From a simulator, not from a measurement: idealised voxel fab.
process module | voxel self aligned contacts
cross-section cut | 200 nm wide | cells 5 nm
A cross-section is a grid of square cells, given in bands from the top down. A band is one or more rows of cells.
Each band's line starts with the height of the band's top and of its bottom, in nm. Then come its materials from left to right, each with its width in nm. One material with "throughout" fills the band from edge to edge. "air" is empty space.
Height 0 is the level under which the wafer as received is all one material. The lowest band goes on downwards, as in "0 down".
A width such as "30 to 40" changes by the same amount from each row of cells to the next, from the band's top row to its bottom row.
"no change" after a step means that no cell of the cross-section changed.
closed voids: empty space of 8 cells or more with no open way to the top, each as width x height at its distance from the left edge, in nm
after a step's settings: what the simulator itself notes on the step
overlay nm, on a step with a mask: how far to the right of its planned place the mask lay; to the left if negative
plan
1 op RECEIVE | material Si
2 op CONFORMAL_DEP | material SiO2 | thk nm 5
3 op DIRECTIONAL_DEP | material polySi | thk nm 30
4 op DIRECTIONAL_DEP | material SiN | thk nm 20
5 op DIRECTIONAL_DEP | material aC | thk nm 15
6 op PATTERN | tone cover | mask id GATE | material resist | width nm 25 | pitch nm 60 | thk nm 30 | overlay nm 0
7 op DIRECTIONAL_ETCH | etch materials aC | depth nm 15
8 op STRIP | etch materials resist
9 op DIRECTIONAL_ETCH | etch materials SiN | depth nm 20
10 op DIRECTIONAL_ETCH | etch materials polySi | depth nm 30
11 op STRIP | etch materials aC
12 op CONFORMAL_DEP | material SiN | thk nm 10
13 op DIRECTIONAL_ETCH | etch materials SiN | depth nm 10
14 op FILL_DEP | material SiO2 | thk nm 15
15 op CMP | height nm 60
16 op MASKED_ETCH | tone open | mask id CONTACT | width nm 45 | etch materials SiO2 | depth nm 60 | overlay nm 0
17 op CONFORMAL_DEP | material TiN | thk nm 5
18 op FILL_DEP | material Ru | thk nm 5
19 op CMP | height nm 60
20 op CONFORMAL_DEP | material SiN | thk nm 5
as received, after step 1
  0 down: Si throughout
  closed voids: none
first wafer at the end, as planned
  65 to 60: SiN throughout
  60 to 55: SiO2 75 | TiN 20 | Ru 5 | TiN 20 | SiO2 80
  55 to 35: SiO2 45 | SiN 45 | TiN 5 | Ru 5 | TiN 5 | SiN 45 | SiO2 50
  35 to 5: SiO2 45 | SiN 10 | polySi 25 | SiN 10 | TiN 5 | Ru 5 | TiN 5 | SiN 10 | polySi 25 | SiN 10 | SiO2 50
  5 to 0: SiO2 90 | TiN 15 | SiO2 95
  0 down: Si throughout
  closed voids: none
second wafer at the end: like start, like plan, one mistake
  65 to 60: SiN throughout
  60 to 50: SiO2 75 | TiN 5 | Ru 35 | TiN 5 | SiO2 80
  50 to 45: SiO2 75 | TiN 10 | Ru 25 | TiN 10 | SiO2 80
  45 to 35: SiO2 55 | SiN 25 | TiN 5 | Ru 25 | TiN 5 | SiN 25 | SiO2 60
  35 to 5: SiO2 55 | polySi 25 | TiN 5 | Ru 25 | TiN 5 | polySi 25 | SiO2 60
  5 to 0: SiO2 80 | TiN 35 | SiO2 85
  0 down: Si throughout
  closed voids: none
what went wrong: step 12 was left out
at the end the second wafer has, in cells: 48 more of Ru | 100 fewer of SiN | 52 more of SiO2
